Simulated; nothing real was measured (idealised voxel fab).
process module | voxel self aligned contacts
cross-section cut | 145 nm wide | cells 5 nm
A cross-section is a grid of square cells, given in bands from the top down. A band is one or more rows of cells.
Each band's line starts with the height of the band's top and of its bottom, in nm. Then come its materials from left to right, each with its width in nm. One material with "throughout" fills the band from edge to edge. "air" is empty space.
Height 0 is the level under which the wafer as received is all one material. The lowest band goes on downwards, as in "0 down".
A width such as "30 to 40" changes by the same amount from each row of cells to the next, from the band's top row to its bottom row.
"no change" after a step means that no cell of the cross-section changed.
closed voids: empty space of 8 cells or more with no open way to the top, each as width x height at its distance from the left edge, in nm
after a step's settings: what the simulator itself notes on the step
overlay nm, on a step with a mask: how far to the right of its planned place the mask lay; to the left if negative
plan
1 op RECEIVE | material Si
2 op CONFORMAL_DEP | material SiO2 | thk nm 5
3 op DIRECTIONAL_DEP | material polySi | thk nm 20
4 op DIRECTIONAL_DEP | material SiN | thk nm 20
5 op PATTERN | tone cover | mask id GATE | material resist | width nm 35 | pitch nm 70 | thk nm 15 | overlay nm 0
6 op DIRECTIONAL_ETCH | etch materials SiN | depth nm 20
7 op DIRECTIONAL_ETCH | etch materials polySi | depth nm 20
8 op STRIP | etch materials resist
9 op CONFORMAL_DEP | material SiN | thk nm 10
10 op DIRECTIONAL_ETCH | etch materials SiN | depth nm 10
11 op FILL_DEP | material SiO2 | thk nm 15
12 op CMP | height nm 55
13 op DIRECTIONAL_DEP | material aC | thk nm 15
14 op PATTERN | tone open | mask id CONTACT | material resist | width nm 55 | thk nm 30 | overlay nm 0
15 op DIRECTIONAL_ETCH | etch materials aC | depth nm 15
16 op STRIP | etch materials resist
17 op DIRECTIONAL_ETCH | etch materials SiO2 | depth nm 45
18 op STRIP | etch materials aC
19 op CONFORMAL_DEP | material TiN | thk nm 5
20 op FILL_DEP | material W | thk nm 10
21 op CMP | height nm 55
22 op CONFORMAL_DEP | material SiN | thk nm 5
varied across the wafers: depth nm of step 17. The plan shows the first wafer's value. All wafers start alike
first wafer as received, after step 1
  0 down: Si throughout
  closed voids: none
each wafer at the end: cells of each material gained (+) or lost (-) since it was received, then its closed voids
depth nm 45 | +149 SiN | +100 SiO2 | +27 TiN | +16 W | +56 polySi | closed voids: none
depth nm 50 | +149 SiN | +97 SiO2 | +29 TiN | +17 W | +56 polySi | closed voids: none
depth nm 55 | +149 SiN | +94 SiO2 | +31 TiN | +18 W | +56 polySi | closed voids: none
depth nm 60 | +149 SiN | +94 SiO2 | +31 TiN | +18 W | +56 polySi | closed voids: none
depth nm 65 | +149 SiN | +94 SiO2 | +31 TiN | +18 W | +56 polySi | closed voids: none
depth nm 70 | +149 SiN | +94 SiO2 | +31 TiN | +18 W | +56 polySi | closed voids: none
